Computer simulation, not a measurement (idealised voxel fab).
The document below concerns the process module designated voxel self aligned vias.
Cross-sectional view cut (width: 195 nm; square cell size: 5 nm).
Square cells in a grid make up a cross-section in this document, and the grid is given as bands, listed from the top down, each one or more rows of cells. Band: top and bottom heights (nm) first, top before bottom; then materials from left to right, widths in nm. "throughout" marks a sole material filling the band edge to edge. "empty" denotes empty space. For the purposes of this specification, 0 denotes the height below which the wafer in its as-received condition is composed wholly of one material, and the lowermost band, lacking a lower limit, extends downward without end, as expressed in "0 -> down". A width given as "30..40" starts at the first number in the band's top row and ends at the second number in its bottom row, shifting by an equal amount at every step from row to row. "remains unaltered" (step): cross-section cells unchanged, all of them. Look at "Entrapped voids" for the closed voids: empty spaces with no open path to the top, sized 8 cells or up. Each is width x height at distance, distance from the left edge, all nm. Anything after a step's settings on that line? It's the simulator's own note about the step. "overlay nm", when on a step's line for a step with a mask, measures how far to the right of its planned place the mask lay; a negative measure means to the left.
## List of planned process steps
1) RECEIVE [material Si]
2) CONFORMAL_DEP [material SiO2] [thk nm 15]
3) CONFORMAL_DEP [material SiCN] [thk nm 5]
4) DIRECTIONAL_DEP [material SiO2] [thk nm 25]
5) MASKED_ETCH [tone open] [mask id LINES] [width nm 25] [pitch nm 65] [etch materials SiO2] [depth nm 25] [overlay nm 0]
6) CONFORMAL_DEP [material TiN] [thk nm 5]
7) FILL_DEP [material Ru] [thk nm 10]
8) CMP [height nm 45]
9) SELECTIVE_ETCH [etch materials W Ru TiN] [depth nm 5]
10) FILL_DEP [material SiN] [thk nm 5]
11) CMP [height nm 45]
12) DIRECTIONAL_DEP [material SiO2] [thk nm 15]
13) DIRECTIONAL_DEP [material aC] [thk nm 10]
14) PATTERN [tone open] [mask id VIAS] [material resist] [width nm 35] [thk nm 30] [overlay nm 0]
15) DIRECTIONAL_ETCH [etch materials aC] [depth nm 10]
16) STRIP [etch materials resist]
17) DIRECTIONAL_ETCH [etch materials SiO2] [depth nm 15]
18) DIRECTIONAL_ETCH [etch materials SiN] [depth nm 5]
19) STRIP [etch materials aC]
20) CONFORMAL_DEP [material TiN] [thk nm 5]
21) FILL_DEP [material Ru] [thk nm 10]
22) CMP [height nm 60]
23) CONFORMAL_DEP [material SiN] [thk nm 5]
## So this is the incoming wafer in cross-section - it's already been through step 1
0 -> down: Si throughout
Entrapped voids: none
## Looking at the first of two wafers in cross-section at end of module - ran to plan
65 -> 60: SiN throughout
60 -> 50: SiO2 (45), TiN (5), Ru (25), TiN (5), SiO2 (115)
50 -> 45: SiO2 (45), TiN (10), Ru (15), TiN (10), SiO2 (115)
45 -> 40: SiO2 (50), TiN (25), SiO2 (40), SiN (25), SiO2 (55)
40 -> 25: SiO2 (50), TiN (5), Ru (15), TiN (5), SiO2 (40), TiN (5), Ru (15), TiN (5), SiO2 (55)
25 -> 20: SiO2 (50), TiN (25), SiO2 (40), TiN (25), SiO2 (55)
20 -> 15: SiCN throughout
15 -> 0: SiO2 throughout
0 -> down: Si throughout
Entrapped voids: none
## Wafer two cross-section, module end. Start and plan unchanged from wafer one; one mistake made during the run
80 -> 75: SiN throughout
75 -> 65: Ru throughout
65 -> 60: TiN (50), Ru (25), TiN (120)
60 -> 50: SiO2 (45), TiN (5), Ru (25), TiN (5), SiO2 (115)
50 -> 45: SiO2 (45), TiN (10), Ru (15), TiN (10), SiO2 (115)
45 -> 40: SiO2 (50), TiN (25), SiO2 (40), SiN (25), SiO2 (55)
40 -> 25: SiO2 (50), TiN (5), Ru (15), TiN (5), SiO2 (40), TiN (5), Ru (15), TiN (5), SiO2 (55)
25 -> 20: SiO2 (50), TiN (25), SiO2 (40), TiN (25), SiO2 (55)
20 -> 15: SiCN throughout
15 -> 0: SiO2 throughout
0 -> down: Si throughout
Entrapped voids: none
What broke from the plan during processing? step 22 of the plan never got run, it was skipped over
Final difference in cells, second wafer against first, listed per material as more or fewer: Ru +83, TiN +34
